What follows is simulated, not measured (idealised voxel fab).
process module | voxel air gaps
cross-section cut | 240 nm wide | cells 5 nm
A cross-section is a grid of square cells, given in bands from the top down. A band is one or more rows of cells.
Each band's line starts with the height of the band's top and of its bottom, in nm. Then come its materials from left to right, each with its width in nm. One material with "throughout" fills the band from edge to edge. "air" is empty space.
Height 0 is the level under which the wafer as received is all one material. The lowest band goes on downwards, as in "0 down".
A width such as "30 to 40" changes by the same amount from each row of cells to the next, from the band's top row to its bottom row.
"no change" after a step means that no cell of the cross-section changed.
closed voids: empty space of 8 cells or more with no open way to the top, each as width x height at its distance from the left edge, in nm
after a step's settings: what the simulator itself notes on the step
overlay nm, on a step with a mask: how far to the right of its planned place the mask lay; to the left if negative
plan
1 op RECEIVE | material Si
2 op CONFORMAL_DEP | material SiO2 | thk nm 15
3 op CONFORMAL_DEP | material SiCN | thk nm 5
4 op DIRECTIONAL_DEP | material lowk | thk nm 30
5 op PATTERN | tone open | mask id LINES | material resist | width nm 15 | pitch nm 45 | thk nm 20 | overlay nm 0
6 op DIRECTIONAL_ETCH | etch materials lowk | depth nm 30
7 op STRIP | etch materials resist
8 op CONFORMAL_DEP | material TiN | thk nm 5
9 op FILL_DEP | material Cu | thk nm 10
10 op CMP | height nm 50
11 op EPI | material Ru | thk nm 10
12 op SELECTIVE_ETCH | etch materials lowk | depth nm 40
13 op CONFORMAL_DEP | material SiCN | thk nm 5
as received, after step 1
  0 down: Si throughout
  closed voids: none
a wafer at the end: this start, this plan, one mistake
  65 to 60: SiCN throughout
  60 to 50: Ru throughout
  50 to 25: Cu 60 | TiN 5 | lowk 15 | TiN 5 | Cu 20 | TiN 5 | lowk 15 | TiN 5 | Cu 20 | TiN 5 | lowk 15 | TiN 5 | Cu 65
  25 to 20: TiN 65 | lowk 15 | TiN 30 | lowk 15 | TiN 30 | lowk 15 | TiN 70
  20 to 15: SiCN throughout
  15 to 0: SiO2 throughout
  0 down: Si throughout
  closed voids: none
what went wrong: step 5 ran as: op PATTERN | tone cover | mask id LINES | material resist | width nm 15 | pitch nm 45 | thk nm 20 | overlay nm 0
